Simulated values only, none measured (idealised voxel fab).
The name of this process module is voxel self aligned contacts.
The figure presents cross-section cut, which has a width of 145 nm and is divided into square cells with an edge length of 5 nm.
Cross-section layout: square cells on a grid; listed as bands, top to bottom; a band spans one or more cell rows.
Top, bottom (nm), then materials left to right with widths (nm); lone material tagged "everywhere" fills the whole band edge to edge; "blank" = empty space.
Height reference: 0 = level under which incoming wafer is all one material. Lowest band: no bottom, runs on downward, e.g. "z 0 and below".
The notation "30 to 40" denotes a width that varies across the rows of cells in the band, beginning at the first number in the top row, finishing at the second number in the bottom row, and changing by an identical amount from each row to the next.
A step reported as "nothing changed" is a step in which no cell of the cross-section changed.
Look at "Catalogued sealed voids" for the closed voids: empty spaces with no open path to the top, sized 8 cells or up. Each is width x height at distance, distance from the left edge, all nm.
Where a step's line continues beyond its settings, the continuation is a remark by the simulator itself on that step.
For masked steps, "overlay nm" on the step line gives how far right of plan the mask actually lay; a minus sign means it lay to the left.
### Planned process steps
step 1: RECEIVE with material Si
step 2: CONFORMAL_DEP with material SiO2, thk nm 5
step 3: DIRECTIONAL_DEP with material polySi, thk nm 20
step 4: DIRECTIONAL_DEP with material SiN, thk nm 25
step 5: PATTERN with tone cover, mask id GATE, material resist, width nm 30, pitch nm 70, thk nm 15, overlay nm 0
step 6: DIRECTIONAL_ETCH with etch materials SiN, depth nm 25
step 7: DIRECTIONAL_ETCH with etch materials polySi, depth nm 20
step 8: STRIP with etch materials resist
step 9: CONFORMAL_DEP with material SiN, thk nm 10
step 10: DIRECTIONAL_ETCH with etch materials SiN, depth nm 10
step 11: FILL_DEP with material SiO2, thk nm 15
step 12: CMP with height nm 55
step 13: MASKED_ETCH with tone open, mask id CONTACT, width nm 50, etch materials SiO2, depth nm 55, overlay nm 0
step 14: CONFORMAL_DEP with material TiN, thk nm 5
step 15: FILL_DEP with material W, thk nm 10
step 16: CMP with height nm 55
step 17: CONFORMAL_DEP with material SiCN, thk nm 5
### Step 1 complete: cross-section of the wafer as received
    z 0 and below  Si everywhere
    Catalogued sealed voids: none
### Post-module cross-section: identical start and plan to those above, one misstep in execution
    z 60 to 55  SiCN everywhere
    z 55 to 50  SiO2: 45, SiCN: 20, W: 10, SiCN: 20, SiO2: 50
    z 50 to 25  SiO2: 10, SiN: 50, SiCN: 5, W: 10, SiCN: 5, SiN: 50, SiO2: 15
    z 25 to 5  SiO2: 10, SiN: 10, polySi: 30, SiN: 10, SiCN: 5, W: 10, SiCN: 5, SiN: 10, polySi: 30, SiN: 10, SiO2: 15
    z 5 to 0  SiO2: 60, SiCN: 20, SiO2: 65
    z 0 and below  Si everywhere
    Catalogued sealed voids: none
Heads up, the wafer didn't run the way we planned it: step 14 ran differently from the plan; actual operation with settings: CONFORMAL_DEP with material SiCN, thk nm 5
